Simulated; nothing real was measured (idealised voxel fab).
Herein follows the process module entitled voxel released beams.
The cross-section on display is named cut; it measures 165 nm wide, and its cells are 5 nm squares.
A cross-section is written here as square cells arranged in a grid, and it is given in bands from the top down, each band taking up one or more rows of cells.
Read a band's entry like this: the first values are the height of its top and the height of its bottom in nm, and what follows is the sequence of materials from left to right, each with its width in nm. Note that "empty" is empty space, and that a single material marked "throughout" reaches across the band from edge to edge.
Below 0: as-received wafer, all one material; heights counted from there. Lowest band: no bottom, goes on down, written "0..down".
Graded width ("30..40"): value in top row of band = first number; value in bottom row = second number; row-to-row change constant.
A step reported as "nothing was modified" is a step in which no cell of the cross-section changed.
Empty spaces counting at least 8 cells and having no open way to the top are listed in "Sealed voids". The notation width x height at distance is used for each, the distance being from the left edge and all three values in nm.
That trailing text on a step's line, after the settings, is the simulator's own remark on the step.
overlay nm: right-of-plan distance of the mask on a masked step; negative values mean left-of-plan.

Steps planned for the process
1. RECEIVE [material Si]
2. CONFORMAL_DEP [material SiN] [thk nm 10]
3. DIRECTIONAL_DEP [material SiO2] [thk nm 15]
4. PATTERN [tone open] [mask id ANCHOR] [material resist] [width nm 40] [thk nm 15] [overlay nm 0]
5. DIRECTIONAL_ETCH [etch materials SiO2] [depth nm 15]
6. STRIP [etch materials resist]
7. CONFORMAL_DEP [material W] [thk nm 15]
8. DIRECTIONAL_DEP [material aC] [thk nm 10]
9. PATTERN [tone cover] [mask id BEAM] [material resist] [width nm 110] [thk nm 30] [overlay nm 0]
10. DIRECTIONAL_ETCH [etch materials aC] [depth nm 10]
11. STRIP [etch materials resist]
12. DIRECTIONAL_ETCH [etch materials W] [depth nm 15]
13. STRIP [etch materials aC]
14. STRIP [etch materials SiO2]

Account of the first of two wafers, which was processed as intended

as received, after step 1
- 0..down | Si throughout
- Sealed voids: none

State of the wafer after step 2, shown in cross-section
- 10..0 | SiN throughout
- Everything under 0 stays put, no change at all.

State of the wafer after step 3, shown in cross-section
- 25..10 | SiO2 throughout
- Everything under 10 stays put, no change at all.

State of the wafer after step 4, shown in cross-section
- 40..25 | resist 30 nm / empty 40 nm / resist 95 nm
- Everything under 25 stays put, no change at all.

State of the wafer after step 5, shown in cross-section
- 40..25 | resist 30 nm / empty 40 nm / resist 95 nm
- 25..10 | SiO2 30 nm / empty 40 nm / SiO2 95 nm
- Everything under 10 stays put, no change at all.

State of the wafer after step 6, shown in cross-section
- 25..10 | SiO2 30 nm / empty 40 nm / SiO2 95 nm
- Everything under 10 stays put, no change at all.

State of the wafer after step 7, shown in cross-section
- 40..25 | W 45 nm / empty 10 nm / W 110 nm
- 25..10 | SiO2 30 nm / W 40 nm / SiO2 95 nm
- Everything under 10 stays put, no change at all.

State of the wafer after step 8, shown in cross-section
- 50..40 | aC 45 nm / empty 10 nm / aC 110 nm
- 40..35 | W 45 nm / empty 10 nm / W 110 nm
- 35..25 | W 45 nm / aC 10 nm / W 110 nm
- Everything under 25 stays put, no change at all.

State of the wafer after step 9, shown in cross-section
- 80..50 | empty 25 nm / resist 110 nm / empty 30 nm
- 50..40 | aC 45 nm / resist 10 nm / aC 110 nm
- 40..35 | W 45 nm / resist 10 nm / W 110 nm
- Everything under 35 stays put, no change at all.

State of the wafer after step 10, shown in cross-section
- 70..50 | empty 25 nm / resist 110 nm / empty 30 nm
- 50..40 | empty 25 nm / aC 20 nm / resist 10 nm / aC 80 nm / empty 30 nm
- Everything under 40 stays put, no change at all.

State of the wafer after step 11, shown in cross-section
- 50..40 | empty 25 nm / aC 20 nm / empty 10 nm / aC 80 nm / empty 30 nm
- 40..35 | W 45 nm / empty 10 nm / W 110 nm
- Everything under 35 stays put, no change at all.

State of the wafer after step 12, shown in cross-section
- 50..40 | empty 25 nm / aC 20 nm / empty 10 nm / aC 80 nm / empty 30 nm
- 40..35 | empty 25 nm / W 20 nm / empty 10 nm / W 80 nm / empty 30 nm
- 35..25 | empty 25 nm / W 20 nm / aC 10 nm / W 80 nm / empty 30 nm
- Everything under 25 stays put, no change at all.

State of the wafer after step 13, shown in cross-section
- 40..25 | empty 25 nm / W 20 nm / empty 10 nm / W 80 nm / empty 30 nm
- Everything under 25 stays put, no change at all.

State of the wafer after step 14, shown in cross-section
- 40..25 | empty 25 nm / W 20 nm / empty 10 nm / W 80 nm / empty 30 nm
- 25..10 | empty 30 nm / W 40 nm / empty 95 nm
- Everything under 10 stays put, no change at all.

The remaining wafer, second of the two, started like the first and was run to the same plan, except that one mistake was made along the way; the two coincide through step 3, inclusive

Cross-sectional view of the second wafer at the intended end time of process step 4
- 40..25 | resist 25 nm / empty 40 nm / resist 100 nm
- Everything under 25 stays put, no change at all.

Cross-sectional view of the second wafer at the intended end time of process step 5
- 40..25 | resist 25 nm / empty 40 nm / resist 100 nm
- 25..10 | SiO2 25 nm / empty 40 nm / SiO2 100 nm
- Everything under 10 stays put, no change at all.

Cross-sectional view of the second wafer at the intended end time of process step 6
- 25..10 | SiO2 25 nm / empty 40 nm / SiO2 100 nm
- Everything under 10 stays put, no change at all.

Cross-sectional view of the second wafer at the intended end time of process step 7
- 40..25 | W 40 nm / empty 10 nm / W 115 nm
- 25..10 | SiO2 25 nm / W 40 nm / SiO2 100 nm
- Everything under 10 stays put, no change at all.

Cross-sectional view of the second wafer at the intended end time of process step 8
- 50..40 | aC 40 nm / empty 10 nm / aC 115 nm
- 40..35 | W 40 nm / empty 10 nm / W 115 nm
- 35..25 | W 40 nm / aC 10 nm / W 115 nm
- Everything under 25 stays put, no change at all.

Cross-sectional view of the second wafer at the intended end time of process step 9
- 80..50 | empty 25 nm / resist 110 nm / empty 30 nm
- 50..40 | aC 40 nm / resist 10 nm / aC 115 nm
- 40..35 | W 40 nm / resist 10 nm / W 115 nm
- Everything under 35 stays put, no change at all.

Cross-sectional view of the second wafer at the intended end time of process step 10
- 70..50 | empty 25 nm / resist 110 nm / empty 30 nm
- 50..40 | empty 25 nm / aC 15 nm / resist 10 nm / aC 85 nm / empty 30 nm
- Everything under 40 stays put, no change at all.

Cross-sectional view of the second wafer at the intended end time of process step 11
- 50..40 | empty 25 nm / aC 15 nm / empty 10 nm / aC 85 nm / empty 30 nm
- 40..35 | W 40 nm / empty 10 nm / W 115 nm
- Everything under 35 stays put, no change at all.

Cross-sectional view of the second wafer at the intended end time of process step 12
- 50..40 | empty 25 nm / aC 15 nm / empty 10 nm / aC 85 nm / empty 30 nm
- 40..35 | empty 25 nm / W 15 nm / empty 10 nm / W 85 nm / empty 30 nm
- 35..25 | empty 25 nm / W 15 nm / aC 10 nm / W 85 nm / empty 30 nm
- Everything under 25 stays put, no change at all.

Cross-sectional view of the second wafer at the intended end time of process step 13
- 40..25 | empty 25 nm / W 15 nm / empty 10 nm / W 85 nm / empty 30 nm
- Everything under 25 stays put, no change at all.

Cross-sectional view of the second wafer at the intended end time of process step 14
- 40..25 | empty 25 nm / W 15 nm / empty 10 nm / W 85 nm / empty 30 nm
- 25..10 | empty 25 nm / W 40 nm / empty 100 nm
- Everything under 10 stays put, no change at all.
The plan and the run diverged here: step 4 went in with a setting other than planned; the actual run was PATTERN [tone open] [mask id ANCHOR] [material resist] [width nm 40] [thk nm 15] [overlay nm -5]
If you tally the cells, the second wafer ends up with the same amount of every material as the first; it's all just sitting in different places.
